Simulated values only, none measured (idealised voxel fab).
process module | voxel released beams
cross-section cut | 295 nm wide | cells 5 nm
A cross-section is a grid of square cells, given in bands from the top down. A band is one or more rows of cells.
Each band's line starts with the height of the band's top and of its bottom, in nm. Then come its materials from left to right, each with its width in nm. One material with "throughout" fills the band from edge to edge. "air" is empty space.
Height 0 is the level under which the wafer as received is all one material. The lowest band goes on downwards, as in "0 down".
A width such as "30 to 40" changes by the same amount from each row of cells to the next, from the band's top row to its bottom row.
"no change" after a step means that no cell of the cross-section changed.
closed voids: empty space of 8 cells or more with no open way to the top, each as width x height at its distance from the left edge, in nm
after a step's settings: what the simulator itself notes on the step
overlay nm, on a step with a mask: how far to the right of its planned place the mask lay; to the left if negative
plan
1 op RECEIVE | material Si
2 op CONFORMAL_DEP | material Al2O3 | thk nm 10
3 op DIRECTIONAL_DEP | material SiO2 | thk nm 15
4 op PATTERN | tone open | mask id ANCHOR | material resist | width nm 35 | thk nm 20 | overlay nm 0
5 op DIRECTIONAL_ETCH | etch materials SiO2 | depth nm 15
6 op STRIP | etch materials resist
7 op CONFORMAL_DEP | material SiN | thk nm 15
8 op DIRECTIONAL_DEP | material aC | thk nm 15
9 op PATTERN | tone cover | mask id BEAM | material resist | width nm 105 | thk nm 30 | overlay nm 0
10 op DIRECTIONAL_ETCH | etch materials aC | depth nm 15
11 op STRIP | etch materials resist
12 op DIRECTIONAL_ETCH | etch materials SiN | depth nm 15
13 op STRIP | etch materials aC
14 op STRIP | etch materials SiO2
varied across the wafers: width nm of step 9. The plan shows the first wafer's value. All wafers start alike
first wafer as received, after step 1
  0 down: Si throughout
  closed voids: none
first wafer at the end, after step 14
  40 to 25: air 90 | SiN 15 | air 5 | SiN 85 | air 100
  25 to 10: air 90 | SiN 35 | air 170
  10 to 0: Al2O3 throughout
  0 down: Si throughout
  closed voids: none
last wafer at the end
  40 to 25: air 80 | SiN 25 | air 5 | SiN 100 | air 85
  25 to 10: air 90 | SiN 35 | air 170
  10 to 0: Al2O3 throughout
  0 down: Si throughout
  closed voids: none
each wafer at the end: cells of each material gained (+) or lost (-) since it was received, then its closed voids
width nm 105 | +118 Al2O3 | +81 SiN | closed voids: none
width nm 110 | +118 Al2O3 | +84 SiN | closed voids: none
width nm 115 | +118 Al2O3 | +87 SiN | closed voids: none
width nm 120 | +118 Al2O3 | +90 SiN | closed voids: none
width nm 125 | +118 Al2O3 | +93 SiN | closed voids: none
width nm 130 | +118 Al2O3 | +96 SiN | closed voids: none
